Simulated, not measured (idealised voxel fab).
This section sets out a process module, namely voxel transistor to metal.
Each square cell in cross-section cut measures 5 nm, and the section as a whole is 185 nm wide.
This document writes a cross-section as a grid whose cells are square, and gives it as bands, listed from the top down; one or more rows of cells form a band.
The entry gives the band's vertical extent as a top height and a bottom height in nm, then its horizontal make-up as materials from left to right, each with a width in nm. "empty" stands for empty space; a single material marked "everywhere" fills the band edge to edge.
It should be noted that heights are counted from 0, beneath which the wafer as supplied is of one material throughout, and that the lowest band possesses no lower boundary but continues downward, as written in "0 -> down".
With a width like "30 to 40", each row of cells in the band differs from the next by the same amount, the top row carrying the first number and the bottom row the second.
Given "nothing different" for a step, no cell of the cross-section differs between before and after that step.
You'll see "Completely enclosed voids" listing empty spaces that have no way open to the top, as long as they're 8 cells or more; the notation is width x height at distance, where the distance is from the left edge, and all of it is in nm.
Where a step's line continues beyond its settings, the continuation is a remark by the simulator itself on that step.
Among the settings permitted on a step's line is "overlay nm"; applied to a step with a mask, it specifies the extent to which the mask lay to the right of its planned position, whereas a negative figure signifies a position to the left.
-- The planned process steps are enumerated hereunder
- 1: RECEIVE [material Si]
- 2: OXIDIZE [depth nm 5]
- 3: CONFORMAL_DEP [material SiN] [thk nm 15]
- 4: MASKED_ETCH [tone cover] [mask id ACTIVE] [width nm 110] [etch materials SiN] [depth nm 15] [overlay nm 0]
- 5: MASKED_ETCH [tone cover] [mask id ACTIVE] [width nm 110] [etch materials SiO2] [depth nm 5] [overlay nm 0]
- 6: MASKED_ETCH [tone cover] [mask id ACTIVE] [width nm 110] [etch materials Si] [depth nm 30] [overlay nm 0]
- 7: FILL_DEP [material SiO2] [thk nm 10]
- 8: CMP [height nm 15]
- 9: SELECTIVE_ETCH [etch materials SiO2] [depth nm 5]
- 10: STRIP [etch materials SiN]
- 11: SELECTIVE_ETCH [etch materials SiO2] [depth nm 5]
- 12: OXIDIZE [depth nm 5]
- 13: DIRECTIONAL_DEP [material polySi] [thk nm 20]
- 14: DIRECTIONAL_DEP [material SiCN] [thk nm 15]
- 15: MASKED_ETCH [tone cover] [mask id GATE] [width nm 20] [etch materials SiCN] [depth nm 25] [overlay nm 0]
- 16: MASKED_ETCH [tone cover] [mask id GATE] [width nm 20] [etch materials polySi] [depth nm 30] [overlay nm 0]
- 17: CONFORMAL_DEP [material SiN] [thk nm 10]
- 18: DIRECTIONAL_ETCH [etch materials SiN] [depth nm 10]
- 19: DIRECTIONAL_ETCH [etch materials SiO2] [depth nm 5]
- 20: DIRECTIONAL_ETCH [etch materials Si] [depth nm 5]
- 21: EPI [material nSi] [thk nm 5]
- 22: FILL_DEP [material SiO2] [thk nm 5]
- 23: CMP [height nm 30]
- 24: DIRECTIONAL_DEP [material SiO2] [thk nm 15]
- 25: DIRECTIONAL_DEP [material aC] [thk nm 10]
- 26: PATTERN [tone open] [mask id CONTACT] [material resist] [width nm 20] [pitch nm 80] [thk nm 30] [overlay nm 0]
- 27: DIRECTIONAL_ETCH [etch materials aC] [depth nm 10]
- 28: STRIP [etch materials resist]
- 29: DIRECTIONAL_ETCH [etch materials SiO2] [depth nm 55]
- 30: STRIP [etch materials aC]
- 31: CONFORMAL_DEP [material TiN] [thk nm 5]
- 32: FILL_DEP [material Ru] [thk nm 10]
- 33: CMP [height nm 45]
- 34: CONFORMAL_DEP [material SiN] [thk nm 5]
- 35: DIRECTIONAL_DEP [material SiO2] [thk nm 15]
- 36: MASKED_ETCH [tone open] [mask id METAL_1] [width nm 20] [pitch nm 80] [etch materials SiO2] [depth nm 15] [overlay nm 0]
- 37: MASKED_ETCH [tone open] [mask id METAL_1] [width nm 20] [pitch nm 80] [etch materials SiN] [depth nm 5] [overlay nm 0]
- 38: CONFORMAL_DEP [material TiN] [thk nm 5]
- 39: FILL_DEP [material Cu] [thk nm 5]
- 40: CMP [height nm 65]
- 41: EPI [material Ru] [thk nm 5]
- 42: FILL_DEP [material SiCN] [thk nm 5]
- 43: DIRECTIONAL_DEP [material lowk] [thk nm 30]
- 44: MASKED_ETCH [tone open] [mask id METAL_2] [width nm 20] [pitch nm 80] [etch materials lowk] [depth nm 15] [overlay nm 0]
- 45: PATTERN [tone open] [mask id METAL_2_HOLES] [material resist] [width nm 15] [pitch nm 80] [thk nm 15] [overlay nm 0]
- 46: DIRECTIONAL_ETCH [etch materials lowk] [depth nm 15]
- 47: DIRECTIONAL_ETCH [etch materials SiCN] [depth nm 5]
- 48: STRIP [etch materials resist]
- 49: CONFORMAL_DEP [material TiN] [thk nm 5]
- 50: FILL_DEP [material Cu] [thk nm 10]
- 51: CMP [height nm 105]
- 52: CONFORMAL_DEP [material SiCN] [thk nm 5]
-- Cross-section of the wafer as it came to us, i.e., already through step 1
  0 -> down = Si everywhere
  Completely enclosed voids: none
-- Cross-section taken at module completion on the first of two wafers; processed per the plan
  110 -> 105 = SiCN everywhere
  105 -> 95 = lowk (40), TiN (5), Cu (10), TiN (5), lowk (60), TiN (5), Cu (10), TiN (5), lowk (45)
  95 -> 90 = lowk (40), TiN (5), Cu (5), TiN (10), lowk (60), TiN (5), Cu (5), TiN (10), lowk (45)
  90 -> 75 = lowk (40), TiN (5), Cu (5), TiN (5), lowk (65), TiN (5), Cu (5), TiN (5), lowk (50)
  75 -> 70 = SiCN (40), TiN (15), SiCN (65), TiN (15), SiCN (50)
  70 -> 65 = SiCN (35), Ru (30), SiCN (50), Ru (30), SiCN (40)
  65 -> 50 = SiO2 (40), TiN (5), Cu (10), TiN (5), SiO2 (60), TiN (5), Cu (10), TiN (5), SiO2 (45)
  50 -> 45 = SiN (40), TiN (20), SiN (60), TiN (20), SiN (45)
  45 -> 30 = SiO2 (40), TiN (5), Ru (10), TiN (5), SiO2 (60), TiN (5), Ru (10), TiN (5), SiO2 (45)
  30 -> 15 = SiO2 (40), TiN (5), Ru (10), TiN (5), SiO2 (10), SiN (10), SiCN (20), SiN (10), SiO2 (10), TiN (5), Ru (10), TiN (5), SiO2 (45)
  15 -> 5 = SiO2 (40), TiN (5), Ru (10), TiN (5), SiO2 (10), SiN (10), polySi (20), SiN (10), SiO2 (10), TiN (5), Ru (10), TiN (5), SiO2 (45)
  5 -> -5 = SiO2 (30), SiN (10), TiN (5 to 10), Ru (10 to 5), TiN (5), SiO2 (10), SiN (10), polySi (20), SiN (10), SiO2 (10), TiN (5), Ru (10 to 5), TiN (5 to 10), SiN (10), SiO2 (35)
  -5 -> -10 = SiO2 (40), nSi (5), TiN (15), SiO2 (5), nSi (5), SiO2 (40), nSi (5), SiO2 (5), TiN (15), nSi (5), SiO2 (45)
  -10 -> -15 = SiO2 (35), Si (5), nSi (30), Si (40), nSi (30), Si (5), SiO2 (40)
  -15 -> -35 = SiO2 (35), Si (110), SiO2 (40)
  -35 -> down = Si everywhere
  Completely enclosed voids: none
-- Cross-section of the latter of the two wafers at module completion. It had an identical start and an identical plan to the former; in running it, one mistake was made
  110 -> 105 = SiCN everywhere
  105 -> 95 = lowk (45), Cu (10), lowk (70), Cu (10), lowk (50)
  95 -> 75 = lowk (45), Cu (5), lowk (75), Cu (5), lowk (55)
  75 -> 70 = SiCN (40), lowk (15), SiCN (65), lowk (15), SiCN (50)
  70 -> 65 = SiCN (35), Ru (30), SiCN (50), Ru (30), SiCN (40)
  65 -> 50 = SiO2 (40), TiN (5), Cu (10), TiN (5), SiO2 (60), TiN (5), Cu (10), TiN (5), SiO2 (45)
  50 -> 45 = SiN (40), TiN (20), SiN (60), TiN (20), SiN (45)
  45 -> 30 = SiO2 (40), TiN (5), Ru (10), TiN (5), SiO2 (60), TiN (5), Ru (10), TiN (5), SiO2 (45)
  30 -> 15 = SiO2 (40), TiN (5), Ru (10), TiN (5), SiO2 (10), SiN (10), SiCN (20), SiN (10), SiO2 (10), TiN (5), Ru (10), TiN (5), SiO2 (45)
  15 -> 5 = SiO2 (40), TiN (5), Ru (10), TiN (5), SiO2 (10), SiN (10), polySi (20), SiN (10), SiO2 (10), TiN (5), Ru (10), TiN (5), SiO2 (45)
  5 -> -5 = SiO2 (30), SiN (10), TiN (5 to 10), Ru (10 to 5), TiN (5), SiO2 (10), SiN (10), polySi (20), SiN (10), SiO2 (10), TiN (5), Ru (10 to 5), TiN (5 to 10), SiN (10), SiO2 (35)
  -5 -> -10 = SiO2 (40), nSi (5), TiN (15), SiO2 (5), nSi (5), SiO2 (40), nSi (5), SiO2 (5), TiN (15), nSi (5), SiO2 (45)
  -10 -> -15 = SiO2 (35), Si (5), nSi (30), Si (40), nSi (30), Si (5), SiO2 (40)
  -15 -> -35 = SiO2 (35), Si (110), SiO2 (40)
  -35 -> down = Si everywhere
  Completely enclosed voids: none
What went wrong in running the wafer? step 49 was run on a setting that differed from the plan, and what really ran there is CONFORMAL_DEP [material lowk] [thk nm 5]
Once processing is complete, comparing cell counts shows that the second wafer has more or fewer of certain materials than the first: TiN -32; lowk +32
